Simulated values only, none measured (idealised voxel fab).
The process module that follows is named voxel trench capacitor.
The figure presents cross-section cut, which has a width of 165 nm and is divided into square cells with an edge length of 5 nm.
Heads up, the way a cross-section reads in here is a grid of square cells, handed over as bands from the top down, with every band being one or more rows of cells. This entry defines a band. It first specifies the height of the band's top and the height of its bottom in nm, and then specifies the band's materials from left to right, stating each material with its width in nm. The word "all across" identifies a single material that fills the band from edge to edge, while the word "air" identifies empty space. Below 0: as-received wafer, all one material; heights counted from there. Lowest band: no bottom, goes on down, written "top 0, no bottom". It should be noted that a width expressed as "30->40" varies in equal increments from row to row of cells within the band, taking the value of the first number at the top row and that of the second number at the bottom row. No cell of the cross-section changed in a step that is given as "all unchanged". Any empty space of 8 cells or more lacking an open way to the top shows up in "Completely enclosed voids" as width x height at distance, distance from the left edge, in nm. after a step's settings: what the simulator itself notes on the step. overlay nm: mask offset rightward from planned place, masked step; negative means leftward offset.
-- Process steps - plan
1 RECEIVE with material Si
2 CONFORMAL_DEP with material SiN, thk nm 5
3 DIRECTIONAL_DEP with material aC, thk nm 15
4 PATTERN with tone open, mask id TRENCH, material resist, width nm 15, pitch nm 40, thk nm 35, overlay nm 0
5 DIRECTIONAL_ETCH with etch materials aC, depth nm 15
6 STRIP with etch materials resist
7 DIRECTIONAL_ETCH with etch materials SiN, depth nm 5
8 DIRECTIONAL_ETCH with etch materials Si, depth nm 40
9 STRIP with etch materials aC
10 CONFORMAL_DEP with material Al2O3, thk nm 5
11 FILL_DEP with material polySi, thk nm 5
12 CMP with height nm 5
-- Delivered wafer in cross-section: state after step 1
    top 0, no bottom = Si all across
    Completely enclosed voids: none
-- Looking at the first of two wafers in cross-section at end of module - ran to plan
    top 5, bottom 0 = 35 SiN  5 Al2O3  5 polySi  5 Al2O3  25 SiN  5 Al2O3  5 polySi  5 Al2O3  25 SiN  5 Al2O3  5 polySi  5 Al2O3  35 SiN
    top 0, bottom -35 = 35 Si  5 Al2O3  5 polySi  5 Al2O3  25 Si  5 Al2O3  5 polySi  5 Al2O3  25 Si  5 Al2O3  5 polySi  5 Al2O3  35 Si
    top -35, bottom -40 = 35 Si  15 Al2O3  25 Si  15 Al2O3  25 Si  15 Al2O3  35 Si
    top -40, no bottom = Si all across
    Completely enclosed voids: none
-- The second wafer, shown in cross-section after the module: started the same way as the first and given the same plan, yet one mistake crept into how it was run
    top 5, bottom 0 = 30 SiN  5 Al2O3  15 polySi  5 Al2O3  15 SiN  5 Al2O3  15 polySi  5 Al2O3  15 SiN  5 Al2O3  15 polySi  5 Al2O3  30 SiN
    top 0, bottom -35 = 30 Si  5 Al2O3  15 polySi  5 Al2O3  15 Si  5 Al2O3  15 polySi  5 Al2O3  15 Si  5 Al2O3  15 polySi  5 Al2O3  30 Si
    top -35, bottom -40 = 30 Si  25 Al2O3  15 Si  25 Al2O3  15 Si  25 Al2O3  30 Si
    top -40, no bottom = Si all across
    Completely enclosed voids: none
Where did the run depart from the plan? planned and actual differ for step 4; actual: PATTERN with tone open, mask id TRENCH, material resist, width nm 25, pitch nm 40, thk nm 35, overlay nm 0
Wrapping up, a cell-based count of both wafers puts the second over or under the first for these materials: Al2O3: 6 more; Si: 48 fewer; SiN: 6 fewer; polySi: 48 more
